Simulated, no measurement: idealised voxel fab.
The process module that follows is named voxel ribs on slabs.
The figure presents cross-section cut, which has a width of 205 nm and is divided into square cells with an edge length of 5 nm.
Each cross-section below is a grid of square cells, stated as bands in top-down order, with one or more rows of cells making up each band.
Per band: top height and bottom height in nm, followed by the left-to-right materials and their widths in nm; "full width" marks a single material spanning edge to edge, "blank" marks empty space.
Beneath 0, the wafer as received is one material, and that level is where height counting begins. The lowest band goes on downward without a bottom; it is written like "0..down".
Think of "30 to 40" as a width that walks from the first number to the second as you go down the band, top row to bottom row, taking equal-sized steps from row to row.
No cell of the cross-section changed in a step that is given as "no alterations made".
"Closed cavity list" lists enclosed empty spaces (at least 8 cells, no open path upward to the top), each as width x height at distance from the left edge, in nm.
Where a step's line continues beyond its settings, the continuation is a remark by the simulator itself on that step.
For masked steps, "overlay nm" on the step line gives how far right of plan the mask actually lay; a minus sign means it lay to the left.

-- The process steps that were planned are listed below
1 RECEIVE with material Si
2 DIRECTIONAL_DEP with material SiO2, thk nm 30
3 DIRECTIONAL_DEP with material polySi, thk nm 15
4 PATTERN with tone cover, mask id RIB, material resist, width nm 30, thk nm 20, overlay nm 0
5 DIRECTIONAL_ETCH with etch materials polySi, depth nm 5
6 STRIP with etch materials resist
7 PATTERN with tone cover, mask id SLAB, material resist, width nm 80, thk nm 20, overlay nm 0
8 DIRECTIONAL_ETCH with etch materials polySi, depth nm 10
9 STRIP with etch materials resist
10 FILL_DEP with material SiO2, thk nm 20
11 CMP with height nm 60
12 DIRECTIONAL_DEP with material TiN, thk nm 10
13 DIRECTIONAL_DEP with material aC, thk nm 15
14 PATTERN with tone cover, mask id HEATER, material resist, width nm 40, thk nm 35, overlay nm 0
15 DIRECTIONAL_ETCH with etch materials aC, depth nm 15
16 STRIP with etch materials resist
17 DIRECTIONAL_ETCH with etch materials TiN, depth nm 10
18 STRIP with etch materials aC
19 CONFORMAL_DEP with material SiN, thk nm 5

-- Received-state cross-section, reflecting completion of step 1
	0..down | Si full width
	Closed cavity list: none

-- What the wafer looks like in cross-section after this module, when it starts as shown above and follows the plan above but one mistake is made in running it
	75..70 | 75 nm blank | 50 nm SiN | 80 nm blank
	70..65 | 75 nm blank | 5 nm SiN | 40 nm TiN | 5 nm SiN | 80 nm blank
	65..60 | 80 nm SiN | 40 nm TiN | 85 nm SiN
	60..15 | SiO2 full width
	15..0 | polySi full width
	0..down | Si full width
	Closed cavity list: none
What was done differently from what was planned? swap of plan steps 2 and 3 during execution
